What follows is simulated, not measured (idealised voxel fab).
Process module under the name voxel trench capacitor
Square cell edge 5 nm, section width 140 nm, ID cut.
In what follows, cross-sections appear as grids of square cells, described through bands that run from the top down, where every band is one or more rows of cells. Band: top and bottom heights (nm) first, top before bottom; then materials from left to right, widths in nm. "throughout" marks a sole material filling the band edge to edge. "air" denotes empty space. Height 0 is the level under which the wafer as received is all one material. The lowest band goes on downwards, as in "0 -> down". Top row gets the first number, bottom row gets the second, and each row in between changes by the same step: that is how a band width like "30->40" works. Given "identical to before" for a step, no cell of the cross-section differs between before and after that step. "Completely sealed voids": empty spaces of 8 cells or more with no open way to the top, each given as width x height at distance, distance from the left edge, all in nm. It should be noted that, on the line of a given step, the content following the step's settings is a remark produced by the simulator itself with respect to that step. "overlay nm" answers the question of how far to the right of plan the mask lay on a step that has a mask, and when it is negative the answer is to the left.
The steps planned for the process are as follows:
1 RECEIVE with material Si
2 CONFORMAL_DEP with material SiN, thk nm 10
3 DIRECTIONAL_DEP with material aC, thk nm 10
4 PATTERN with tone open, mask id TRENCH, material resist, width nm 15, pitch nm 35, thk nm 25, overlay nm 0
5 DIRECTIONAL_ETCH with etch materials aC, depth nm 10
6 STRIP with etch materials resist
7 DIRECTIONAL_ETCH with etch materials SiN, depth nm 10
8 DIRECTIONAL_ETCH with etch materials Si, depth nm 25
9 STRIP with etch materials aC
10 CONFORMAL_DEP with material SiO2, thk nm 5
11 FILL_DEP with material polySi, thk nm 10
12 CMP with height nm 10
Wafer at receipt (post step 1), cross-section:
	0 -> down: Si throughout
	Completely sealed voids: none
first wafer at the end, as planned:
	10 -> 0: SiN (25) / SiO2 (5) / polySi (5) / SiO2 (5) / SiN (20) / SiO2 (5) / polySi (5) / SiO2 (5) / SiN (20) / SiO2 (5) / polySi (5) / SiO2 (5) / SiN (30)
	0 -> -20: Si (25) / SiO2 (5) / polySi (5) / SiO2 (5) / Si (20) / SiO2 (5) / polySi (5) / SiO2 (5) / Si (20) / SiO2 (5) / polySi (5) / SiO2 (5) / Si (30)
	-20 -> -25: Si (25) / SiO2 (15) / Si (20) / SiO2 (15) / Si (20) / SiO2 (15) / Si (30)
	-25 -> down: Si throughout
	Completely sealed voids: none
Here is the second of the two wafers cut open at the end of the module - same start, same plan as the first one, but we made one mistake running it:
	10 -> 0: SiN (25) / SiO2 (5) / polySi (10) / SiO2 (5) / SiN (15) / SiO2 (5) / polySi (10) / SiO2 (5) / SiN (15) / SiO2 (5) / polySi (10) / SiO2 (5) / SiN (25)
	0 -> -20: Si (25) / SiO2 (5) / polySi (10) / SiO2 (5) / Si (15) / SiO2 (5) / polySi (10) / SiO2 (5) / Si (15) / SiO2 (5) / polySi (10) / SiO2 (5) / Si (25)
	-20 -> -25: Si (25) / SiO2 (20) / Si (15) / SiO2 (20) / Si (15) / SiO2 (20) / Si (25)
	-25 -> down: Si throughout
	Completely sealed voids: none
What was the processing mistake? step 4 did not happen as planned, as run it was PATTERN with tone open, mask id TRENCH, material resist, width nm 20, pitch nm 35, thk nm 25, overlay nm 0
Per the end-of-run cell counts, the second wafer holds more or fewer of some materials than the first: Si -15 | SiN -6 | SiO2 +3 | polySi +18
